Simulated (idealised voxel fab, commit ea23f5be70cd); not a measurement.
process module | voxel ribs on slabs
We display cut, a cross-section 265 nm in width whose square cells are each 5 nm.
Cross-section = grid of square cells, listed top down in bands; band = one or more rows. Band: top height; bottom height; in nm. Then, left to right: material with width in nm, for each material. "throughout": a single material spanning edge to edge. "blank": empty space. Heads up on the height convention: 0 is the point under which the incoming wafer is all one material, and the lowest band has no bottom, it just keeps going down, like "0 and below". The two numbers in a width such as "30->40" mark its ends across the band: the first belongs to the top row of cells, the second to the bottom row, and from each row to the next the width moves by the same amount. "everything unchanged" for a step: no cell of the cross-section changed in that step. Reported under the label "Closed void entries" are the empty spaces having no open way to the top and comprising 8 cells or more; the notation for each is width x height at distance, in which the distance is measured from the left edge and all three values are in nm. Step line, after settings: the simulator's comment on this step. overlay nm: how far to the right of its planned place the mask lay on this masked step (negative: to the left).

Process steps - plan:
1 RECEIVE, material Si
2 DIRECTIONAL_DEP, material SiO2, thk nm 20
3 DIRECTIONAL_DEP, material polySi, thk nm 15
4 PATTERN, tone cover, mask id RIB, material resist, width nm 30, thk nm 15, overlay nm 0
5 DIRECTIONAL_ETCH, etch materials polySi, depth nm 5
6 STRIP, etch materials resist
7 PATTERN, tone cover, mask id SLAB, material resist, width nm 80, thk nm 20, overlay nm 0
8 DIRECTIONAL_ETCH, etch materials polySi, depth nm 5
9 STRIP, etch materials resist
10 FILL_DEP, material SiO2, thk nm 20
11 CMP, height nm 50
12 DIRECTIONAL_DEP, material TiN, thk nm 5
13 DIRECTIONAL_DEP, material aC, thk nm 10
14 PATTERN, tone cover, mask id HEATER, material resist, width nm 40, thk nm 25, overlay nm 0
15 DIRECTIONAL_ETCH, etch materials aC, depth nm 10
16 STRIP, etch materials resist
17 DIRECTIONAL_ETCH, etch materials TiN, depth nm 5
18 STRIP, etch materials aC
19 CONFORMAL_DEP, material SiN, thk nm 5
The plan shows the depth nm of step 8 as the first wafer had it; this setting differs between the wafers, which start out alike.

First wafer of several, as received: cross-section after step 1:
> 0 and below  Si throughout
> Closed void entries: none

Each wafer at the end: cells of each material gained (+) or lost (-) since it was received, then its closed voids:
depth nm 5, +55 SiN, +455 SiO2, +8 TiN, +75 polySi, Closed void entries: none
depth nm 10, +55 SiN, +492 SiO2, +8 TiN, +38 polySi, Closed void entries: none
depth nm 15, +55 SiN, +492 SiO2, +8 TiN, +38 polySi, Closed void entries: none
depth nm 20, +55 SiN, +492 SiO2, +8 TiN, +38 polySi, Closed void entries: none
depth nm 25, +55 SiN, +492 SiO2, +8 TiN, +38 polySi, Closed void entries: none
